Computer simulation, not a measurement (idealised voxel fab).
Process module name: voxel wiring stack
Cross-section cut spans 240 nm and uses square cells 5 nm in size.
Cross-section spec: square-cell grid; bands listed top down; each band is one or more rows. The entry gives the band's vertical extent as a top height and a bottom height in nm, then its horizontal make-up as materials from left to right, each with a width in nm. "blank" stands for empty space; a single material marked "throughout" fills the band edge to edge. Heights from 0 (as-received wafer is one material below). Bottom band endless downward, as "0 and below". Width: "30..40" (first number = top row, second number = bottom row, same change from row to row of cells). Reading "stayed the same" for a step: not a cell of the cross-section changed in it. The label "Internal closed voids" introduces a list of the empty spaces, 8 cells or larger, that have no open way up to the top; each entry in it reads width x height at distance, where the distance is taken from the left edge and all three are stated in nm. Past the settings on a step's line: simulator remark, on that step. "overlay nm" denotes, for a step that has a mask, the displacement of the mask to the right of its planned place, with negative values corresponding to the left.

Below is the list of planned process steps:
1. RECEIVE with material Si
2. CONFORMAL_DEP with material SiO2, thk nm 15
3. CONFORMAL_DEP with material SiN, thk nm 5
4. DIRECTIONAL_DEP with material SiO2, thk nm 15
5. PATTERN with tone open, mask id METAL_1, material resist, width nm 30, pitch nm 50, thk nm 20, overlay nm 0
6. DIRECTIONAL_ETCH with etch materials SiO2, depth nm 15
7. DIRECTIONAL_ETCH with etch materials SiN, depth nm 5
8. STRIP with etch materials resist
9. CONFORMAL_DEP with material TiN, thk nm 5
10. FILL_DEP with material Cu, thk nm 10
11. CMP with height nm 35
12. EPI with material Ru, thk nm 5
13. FILL_DEP with material SiCN, thk nm 5
14. DIRECTIONAL_DEP with material lowk, thk nm 25
15. DIRECTIONAL_DEP with material aC, thk nm 15
16. PATTERN with tone open, mask id METAL_2, material resist, width nm 30, pitch nm 50, thk nm 35, overlay nm -15
17. DIRECTIONAL_ETCH with etch materials aC, depth nm 15
18. STRIP with etch materials resist
19. DIRECTIONAL_ETCH with etch materials lowk, depth nm 15
20. STRIP with etch materials aC
21. PATTERN with tone open, mask id METAL_2_HOLES, material resist, width nm 15, thk nm 15, overlay nm 0
22. DIRECTIONAL_ETCH with etch materials lowk, depth nm 10
23. DIRECTIONAL_ETCH with etch materials SiCN, depth nm 5
24. STRIP with etch materials resist
25. CONFORMAL_DEP with material TiN, thk nm 5
26. FILL_DEP with material Ru, thk nm 10
27. CMP with height nm 70
28. CONFORMAL_DEP with material SiN, thk nm 5
All wafers enter the flow in the same state. The overlay nm at step 16 differs from wafer to wafer, and the plan gives the value for the first wafer.

The first of several wafers, as received after step 1, seen in section:
	0 and below  Si throughout
	Internal closed voids: none

Depicted here is the first of several wafers in cross-section, at module completion following the last step, step 28:
	75 down to 70  SiN throughout
	70 down to 60  lowk: 65, TiN: 5, Ru: 20, TiN: 5, lowk: 20, TiN: 5, Ru: 20, TiN: 5, lowk: 95
	60 down to 55  lowk: 65, TiN: 20, Ru: 5, TiN: 5, lowk: 20, TiN: 30, lowk: 95
	55 down to 45  lowk: 80, TiN: 5, Ru: 5, TiN: 5, lowk: 145
	45 down to 40  SiCN: 80, TiN: 15, SiCN: 145
	40 down to 35  SiCN: 75, Ru: 40, SiCN: 10, Ru: 40, SiCN: 75
	35 down to 20  SiO2: 80, TiN: 5, Cu: 20, TiN: 5, SiO2: 20, TiN: 5, Cu: 20, TiN: 5, SiO2: 80
	20 down to 15  SiN: 80, TiN: 30, SiN: 20, TiN: 30, SiN: 80
	15 down to 0  SiO2 throughout
	0 and below  Si throughout
	Internal closed voids: none

Module end, final wafer: cross-section:
	75 down to 70  SiN throughout
	70 down to 60  lowk: 80, TiN: 5..20, Ru: 35..20, TiN: 5, lowk: 20, TiN: 5, Ru: 20, TiN: 5, lowk: 65
	60 down to 55  lowk: 95, TiN: 30, lowk: 20, TiN: 30, lowk: 65
	55 down to 45  lowk throughout
	45 down to 40  SiCN throughout
	40 down to 35  SiCN: 75, Ru: 40, SiCN: 10, Ru: 40, SiCN: 75
	35 down to 20  SiO2: 80, TiN: 5, Cu: 20, TiN: 5, SiO2: 20, TiN: 5, Cu: 20, TiN: 5, SiO2: 80
	20 down to 15  SiN: 80, TiN: 30, SiN: 20, TiN: 30, SiN: 80
	15 down to 0  SiO2 throughout
	0 and below  Si throughout
	Internal closed voids: none

So in this table every wafer gets its own row, and what you see is where it stands at the end of the module: for each material, how many cells it picked up (+) or gave up (-) since we received it, and after that its closed voids:
overlay nm -15, +24 Cu, +35 Ru, +77 SiCN, +84 SiN, +252 SiO2, +50 TiN, +198 lowk, Internal closed voids: none
overlay nm -10, +24 Cu, +35 Ru, +77 SiCN, +84 SiN, +252 SiO2, +50 TiN, +198 lowk, Internal closed voids: none
overlay nm -5, +24 Cu, +35 Ru, +77 SiCN, +84 SiN, +252 SiO2, +50 TiN, +198 lowk, Internal closed voids: none
overlay nm 0, +24 Cu, +35 Ru, +77 SiCN, +84 SiN, +252 SiO2, +50 TiN, +198 lowk, Internal closed voids: none
overlay nm 5, +24 Cu, +33 Ru, +78 SiCN, +84 SiN, +252 SiO2, +51 TiN, +198 lowk, Internal closed voids: none
overlay nm 10, +24 Cu, +34 Ru, +79 SiCN, +84 SiN, +252 SiO2, +49 TiN, +198 lowk, Internal closed voids: none
overlay nm 15, +24 Cu, +35 Ru, +80 SiCN, +84 SiN, +252 SiO2, +47 TiN, +198 lowk, Internal closed voids: none
